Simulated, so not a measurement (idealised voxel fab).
voxel wiring stack: a process module
Square cells of 5 nm make up the cross-section cut, whose width is 245 nm.
A cross-section in this document is a grid of square cells, and it is written down as bands, the top band listed before the ones below it; a band is made up of one or more rows of cells.
Quick guide to a band line: top height, bottom height (nm) up front; then every material left to right with its width in nm. Only one material and it's marked "edge to edge"? Then it fills the band edge to edge. And "air" just means empty space.
Heights are measured from 0, the level below which the as-received wafer is all one material; the lowest band has no bottom and continues downward, written as in "top 0, no bottom".
Top row gets the first number, bottom row gets the second, and each row in between changes by the same step: that is how a band width like "30..40" works.
Step marked "nothing got changed"? Then no cell in the cross-section changed in it.
Heads up: "Closed voids list" only lists the empty pockets with no open path to the top that are 8 cells or more, and it writes them as width x height at distance, distance from the left edge, in nm.
That trailing text on a step's line, after the settings, is the simulator's own remark on the step.
For masked steps, "overlay nm" on the step line gives how far right of plan the mask actually lay; a minus sign means it lay to the left.
[Planned step list for the process]
| 1 | RECEIVE | material Si |
| 2 | CONFORMAL_DEP | material SiO2 | thk nm 15 |
| 3 | DIRECTIONAL_DEP | material TiN | thk nm 5 |
| 4 | DIRECTIONAL_DEP | material W | thk nm 25 |
| 5 | MASKED_ETCH | tone cover | mask id METAL_1 | width nm 25 | pitch nm 50 | etch materials W | depth nm 25 | overlay nm 0 |
| 6 | MASKED_ETCH | tone cover | mask id METAL_1 | width nm 25 | pitch nm 50 | etch materials TiN | depth nm 5 | overlay nm 0 |
| 7 | CONFORMAL_DEP | material SiN | thk nm 5 |
| 8 | FILL_DEP | material SiO2 | thk nm 5 |
| 9 | CMP | height nm 45 |
| 10 | CONFORMAL_DEP | material SiCN | thk nm 5 |
| 11 | DIRECTIONAL_DEP | material lowk | thk nm 15 |
| 12 | DIRECTIONAL_DEP | material aC | thk nm 15 |
| 13 | PATTERN | tone open | mask id PLUG_1 | material resist | width nm 15 | thk nm 35 | overlay nm 0 |
| 14 | DIRECTIONAL_ETCH | etch materials aC | depth nm 15 |
| 15 | STRIP | etch materials resist |
| 16 | DIRECTIONAL_ETCH | etch materials lowk | depth nm 15 |
| 17 | DIRECTIONAL_ETCH | etch materials SiCN | depth nm 5 |
| 18 | STRIP | etch materials aC |
| 19 | EPI | material Ru | thk nm 10 |
| 20 | EPI | material Ru | thk nm 10 |
| 21 | DIRECTIONAL_DEP | material TiN | thk nm 5 |
| 22 | DIRECTIONAL_DEP | material W | thk nm 20 |
| 23 | PATTERN | tone cover | mask id METAL_2 | material resist | width nm 25 | pitch nm 50 | thk nm 15 | overlay nm 0 |
| 24 | DIRECTIONAL_ETCH | etch materials W | depth nm 20 |
| 25 | DIRECTIONAL_ETCH | etch materials TiN | depth nm 5 |
| 26 | STRIP | etch materials resist |
| 27 | CONFORMAL_DEP | material SiCN | thk nm 5 |
| 28 | FILL_DEP | material SiO2 | thk nm 5 |
| 29 | CMP | height nm 90 |
| 30 | CONFORMAL_DEP | material SiCN | thk nm 5 |
| 31 | DIRECTIONAL_DEP | material lowk | thk nm 30 |
| 32 | MASKED_ETCH | tone open | mask id METAL_3 | width nm 25 | pitch nm 50 | etch materials lowk | depth nm 15 | overlay nm 0 |
| 33 | PATTERN | tone open | mask id METAL_3_HOLES | material resist | width nm 15 | thk nm 15 | overlay nm 0 |
| 34 | DIRECTIONAL_ETCH | etch materials lowk | depth nm 15 |
| 35 | DIRECTIONAL_ETCH | etch materials SiCN | depth nm 5 |
| 36 | STRIP | etch materials resist |
| 37 | CONFORMAL_DEP | material TiN | thk nm 5 |
| 38 | FILL_DEP | material Cu | thk nm 10 |
| 39 | CMP | height nm 125 |
| 40 | CONFORMAL_DEP | material SiCN | thk nm 5 |
[Shown in cross-section is the wafer as received, that is, as it stands after step 1]
* top 0, no bottom  Si edge to edge
* Closed voids list: none
[a wafer at the end: this start, this plan, one mistake]
* top 130, bottom 125  SiCN edge to edge
* top 125, bottom 115  85 of lowk / 5 of TiN / 15 of Cu / 5 of TiN / 25 of lowk / 5 of TiN / 15 of Cu / 5 of TiN / 85 of lowk
* top 115, bottom 110  85 of lowk / 5 of TiN / 5 of Cu / 15 of TiN / 25 of lowk / 25 of TiN / 85 of lowk
* top 110, bottom 95  85 of lowk / 5 of TiN / 5 of Cu / 5 of TiN / 145 of lowk
* top 95, bottom 90  85 of SiCN / 15 of TiN / 145 of SiCN
* top 90, bottom 85  80 of SiO2 / 5 of SiCN / 25 of W / 5 of SiCN / 15 of SiO2 / 5 of SiCN / 25 of W / 5 of SiCN / 80 of SiO2
* top 85, bottom 80  85 of SiCN / 25 of W / 25 of SiCN / 25 of W / 85 of SiCN
* top 80, bottom 70  Ru edge to edge
* top 70, bottom 65  85 of TiN / 15 of Ru / 145 of TiN
* top 65, bottom 60  85 of lowk / 15 of Ru / 145 of lowk
* top 60, bottom 55  85 of lowk / 15 of TiN / 145 of lowk
* top 55, bottom 50  85 of lowk / 15 of Ru / 145 of lowk
* top 50, bottom 45  85 of SiCN / 15 of Ru / 145 of SiCN
* top 45, bottom 20  80 of SiO2 / 5 of SiN / 25 of W / 5 of SiN / 15 of SiO2 / 5 of SiN / 25 of W / 5 of SiN / 80 of SiO2
* top 20, bottom 15  85 of SiN / 25 of TiN / 25 of SiN / 25 of TiN / 85 of SiN
* top 15, bottom 0  SiO2 edge to edge
* top 0, no bottom  Si edge to edge
* Closed voids list: none
Want to know what went wrong? steps 20 and 21 got flipped, so each one ran where the other should have
